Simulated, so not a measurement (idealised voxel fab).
Process module in this document: voxel capacitor over wiring
Xsec cut, 285 nm wide, square cell size 5 nm.
Cross-section, as written here: a square-cell grid given band by band from the top down, where a band holds one or more rows of cells.
First you get the band's top height and its bottom height, in nm, and then the materials it's made of, left to right, with each width in nm. If you see a single material with "full width", that one covers the band edge to edge. "empty" is empty space.
Ref level 0: as-received wafer is one material below here. Bottom band extends down with no lower bound ("z 0 and below").
So if you see something like "30->40" for the width, read it as the top row of the band sitting at the first number and the bottom row at the second, with every row in between moving by the same amount as the last.
"remained the same" for a step: no cell of the cross-section changed in that step.
Closed internal cavities: empty space of 8 cells or more with no open way to the top, each as width x height at its distance from the left edge, in nm
Where a step's line continues beyond its settings, the continuation is a remark by the simulator itself on that step.
overlay nm: right-of-plan distance of the mask on a masked step; negative values mean left-of-plan.

THE PROCESS STEPS THAT WERE PLANNED ARE LISTED BELOW
| 1 | RECEIVE | material Si |
| 2 | CONFORMAL_DEP | material SiO2 | thk nm 10 |
| 3 | CONFORMAL_DEP | material SiN | thk nm 5 |
| 4 | DIRECTIONAL_DEP | material SiO2 | thk nm 20 |
| 5 | MASKED_ETCH | tone open | mask id METAL_1 | width nm 30 | pitch nm 90 | etch materials SiO2 | depth nm 20 | overlay nm 0 |
| 6 | MASKED_ETCH | tone open | mask id METAL_1 | width nm 30 | pitch nm 90 | etch materials SiN | depth nm 5 | overlay nm 0 |
| 7 | CONFORMAL_DEP | material TiN | thk nm 5 |
| 8 | FILL_DEP | material W | thk nm 5 |
| 9 | CMP | height nm 35 |
| 10 | CONFORMAL_DEP | material SiCN | thk nm 5 |
| 11 | DIRECTIONAL_DEP | material SiO2 | thk nm 15 |
| 12 | PATTERN | tone open | mask id PLUG_1 | material resist | width nm 15 | thk nm 15 | overlay nm 0 |
| 13 | DIRECTIONAL_ETCH | etch materials SiO2 | depth nm 15 |
| 14 | DIRECTIONAL_ETCH | etch materials SiCN | depth nm 5 |
| 15 | STRIP | etch materials resist |
| 16 | EPI | material Ru | thk nm 10 |
| 17 | EPI | material Ru | thk nm 10 |
| 18 | DIRECTIONAL_DEP | material TiN | thk nm 10 |
| 19 | DIRECTIONAL_DEP | material SiN | thk nm 5 |
| 20 | DIRECTIONAL_DEP | material TiN | thk nm 5 |
| 21 | DIRECTIONAL_DEP | material aC | thk nm 15 |
| 22 | PATTERN | tone cover | mask id UPPER_PLATE | material resist | width nm 65 | thk nm 30 | overlay nm 0 |
| 23 | DIRECTIONAL_ETCH | etch materials aC | depth nm 15 |
| 24 | STRIP | etch materials resist |
| 25 | DIRECTIONAL_ETCH | etch materials TiN | depth nm 5 |
| 26 | DIRECTIONAL_ETCH | etch materials SiN | depth nm 5 |
| 27 | STRIP | etch materials aC |
| 28 | DIRECTIONAL_DEP | material aC | thk nm 15 |
| 29 | PATTERN | tone cover | mask id LOWER_PLATE | material resist | width nm 75 | thk nm 35 | overlay nm 0 |
| 30 | DIRECTIONAL_ETCH | etch materials aC | depth nm 15 |
| 31 | STRIP | etch materials resist |
| 32 | DIRECTIONAL_ETCH | etch materials TiN | depth nm 10 |
| 33 | STRIP | etch materials aC |
| 34 | FILL_DEP | material SiO2 | thk nm 15 |
| 35 | CMP | height nm 85 |
| 36 | DIRECTIONAL_DEP | material aC | thk nm 15 |
| 37 | PATTERN | tone open | mask id PLUG_2 | material resist | width nm 15 | thk nm 35 | overlay nm 0 |
| 38 | DIRECTIONAL_ETCH | etch materials aC | depth nm 15 |
| 39 | STRIP | etch materials resist |
| 40 | DIRECTIONAL_ETCH | etch materials SiO2 | depth nm 10 |
| 41 | STRIP | etch materials aC |
| 42 | CONFORMAL_DEP | material TiN | thk nm 5 |
| 43 | FILL_DEP | material Ru | thk nm 5 |
| 44 | CMP | height nm 85 |
| 45 | CONFORMAL_DEP | material SiN | thk nm 5 |

CROSS-SECTION OF THE WAFER AT RECEIPT, WHICH IS THE CONDITION AFTER STEP 1
    z 0 and below | Si full width
    Closed internal cavities: none

FINAL WAFER PROFILE IN CROSS-SECTION AFTER THE MODULE, FROM THE SAME START AND PLAN AS ABOVE, WITH ONE MISTAKE MADE DURING PROCESSING
    z 90 to 85 | SiN full width
    z 85 to 80 | SiO2 105 nm; TiN 5 nm; Ru 5 nm; TiN 5 nm; SiO2 165 nm
    z 80 to 70 | SiO2 105->95 nm; TiN 15->65 nm; SiO2 165->125 nm
    z 70 to 65 | SiO2 95 nm; SiN 65 nm; SiO2 125 nm
    z 65 to 55 | SiO2 90 nm; TiN 75 nm; SiO2 120 nm
    z 55 to 40 | SiO2 90 nm; Ru 15 nm; SiO2 180 nm
    z 40 to 35 | SiCN 90 nm; Ru 15 nm; SiCN 180 nm
    z 35 to 15 | SiO2 80 nm; TiN 5 nm; W 20 nm; TiN 5 nm; SiO2 60 nm; TiN 5 nm; W 20 nm; TiN 5 nm; SiO2 85 nm
    z 15 to 10 | SiN 80 nm; TiN 30 nm; SiN 60 nm; TiN 30 nm; SiN 85 nm
    z 10 to 0 | SiO2 full width
    z 0 and below | Si full width
    Closed internal cavities: none
What went wrong in running the wafer? step 12 ran as: PATTERN | tone open | mask id PLUG_1 | material resist | width nm 15 | thk nm 15 | overlay nm -5
